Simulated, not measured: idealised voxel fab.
Process module under the name voxel trench capacitor
Xsec cut, 285 nm wide, square cell size 5 nm.
In what follows, cross-sections appear as grids of square cells, described through bands that run from the top down, where every band is one or more rows of cells. It is stipulated that each band's entry specify, in nanometres, the height of the top of the band and then that of its bottom, followed by the materials of the band in left-to-right sequence, each together with its width in nanometres. A single material marked by the word "all across" is understood to fill the band from edge to edge; the word "empty" is understood to denote empty space. Heights from 0 (as-received wafer is one material below). Bottom band endless downward, as "0..down". Width: "30->40" (first number = top row, second number = bottom row, same change from row to row of cells). Where the words "left unchanged" appear for a step, the cross-section shows no cell changed by that step; every cell remained as before. The list in "Enclosed voids" covers empty spaces of 8 cells or more that cannot reach the top through any open way, and it gives each as width x height at distance; the distance is from the left edge, and width, height and distance are in nm. That trailing text on a step's line, after the settings, is the simulator's own remark on the step. "overlay nm" on a masked step: distance the mask lay right of its planned place, negative for left.
### The process steps that were planned are listed below
| 1 | RECEIVE: material Si |
| 2 | CONFORMAL_DEP: material SiN, thk nm 5 |
| 3 | DIRECTIONAL_DEP: material aC, thk nm 10 |
| 4 | PATTERN: tone open, mask id TRENCH, material resist, width nm 25, pitch nm 40, thk nm 30, overlay nm 0 |
| 5 | DIRECTIONAL_ETCH: etch materials aC, depth nm 10 |
| 6 | STRIP: etch materials resist |
| 7 | DIRECTIONAL_ETCH: etch materials SiN, depth nm 5 |
| 8 | DIRECTIONAL_ETCH: etch materials Si, depth nm 40 |
| 9 | STRIP: etch materials aC |
| 10 | CONFORMAL_DEP: material Al2O3, thk nm 5 |
| 11 | CONFORMAL_DEP: material TiN, thk nm 5 |
| 12 | FILL_DEP: material W, thk nm 10 |
| 13 | CMP: height nm 5 |
### Cross-section: wafer on arrival = after step 1
* 0..down  Si all across
* Enclosed voids: none
### Post-module cross-section: identical start and plan to those above, one misstep in execution
* 5..0  SiN: 110  Al2O3: 5  TiN: 5  W: 5  TiN: 5  Al2O3: 5  SiN: 15  Al2O3: 5  TiN: 5  W: 5  TiN: 5  Al2O3: 5  SiN: 110
* 0..-35  Si: 110  Al2O3: 5  TiN: 5  W: 5  TiN: 5  Al2O3: 5  Si: 15  Al2O3: 5  TiN: 5  W: 5  TiN: 5  Al2O3: 5  Si: 110
* -35..-40  Si: 110  Al2O3: 5  TiN: 15  Al2O3: 5  Si: 15  Al2O3: 5  TiN: 15  Al2O3: 5  Si: 110
* -40..-45  Si: 110  Al2O3: 25  Si: 15  Al2O3: 25  Si: 110
* -45..down  Si all across
* Enclosed voids: none
Diagnosis: step 8 ran differently from the plan; actual operation with settings: DIRECTIONAL_ETCH: etch materials Si, depth nm 45
